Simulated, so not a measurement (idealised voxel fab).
process module | voxel spacer lines
cross-section cut | 250 nm wide | cells 5 nm
A cross-section is a grid of square cells, given in bands from the top down. A band is one or more rows of cells.
Each band's line starts with the height of the band's top and of its bottom, in nm. Then come its materials from left to right, each with its width in nm. One material with "throughout" fills the band from edge to edge. "air" is empty space.
Height 0 is the level under which the wafer as received is all one material. The lowest band goes on downwards, as in "0 down".
A width such as "30 to 40" changes by the same amount from each row of cells to the next, from the band's top row to its bottom row.
"no change" after a step means that no cell of the cross-section changed.
closed voids: empty space of 8 cells or more with no open way to the top, each as width x height at its distance from the left edge, in nm
after a step's settings: what the simulator itself notes on the step
overlay nm, on a step with a mask: how far to the right of its planned place the mask lay; to the left if negative
plan
1 op RECEIVE | material Si
2 op CONFORMAL_DEP | material SiO2 | thk nm 10
3 op DIRECTIONAL_DEP | material TiN | thk nm 15
4 op DIRECTIONAL_DEP | material aC | thk nm 30
5 op PATTERN | tone cover | mask id MANDREL | material resist | width nm 25 | pitch nm 80 | thk nm 35 | overlay nm 0
6 op DIRECTIONAL_ETCH | etch materials aC | depth nm 30
7 op STRIP | etch materials resist
8 op CONFORMAL_DEP | material SiN | thk nm 15
9 op DIRECTIONAL_ETCH | etch materials SiN | depth nm 15
10 op STRIP | etch materials aC
11 op DIRECTIONAL_ETCH | etch materials TiN | depth nm 15
12 op STRIP | etch materials SiN
as received, after step 1
  0 down: Si throughout
  closed voids: none
first wafer at the end, as planned
  25 to 10: air 55 | TiN 15 | air 25 | TiN 15 | air 25 | TiN 15 | air 25 | TiN 15 | air 60
  10 to 0: SiO2 throughout
  0 down: Si throughout
  closed voids: none
second wafer at the end: like start, like plan, one mistake
  25 to 10: air 70 | TiN 25 | air 55 | TiN 25 | air 75
  10 to 0: SiO2 throughout
  0 down: Si throughout
  closed voids: none
what went wrong: step 5 ran as: op PATTERN | tone open | mask id MANDREL | material resist | width nm 25 | pitch nm 80 | thk nm 35 | overlay nm 0
at the end the second wafer has, in cells: 6 fewer of TiN
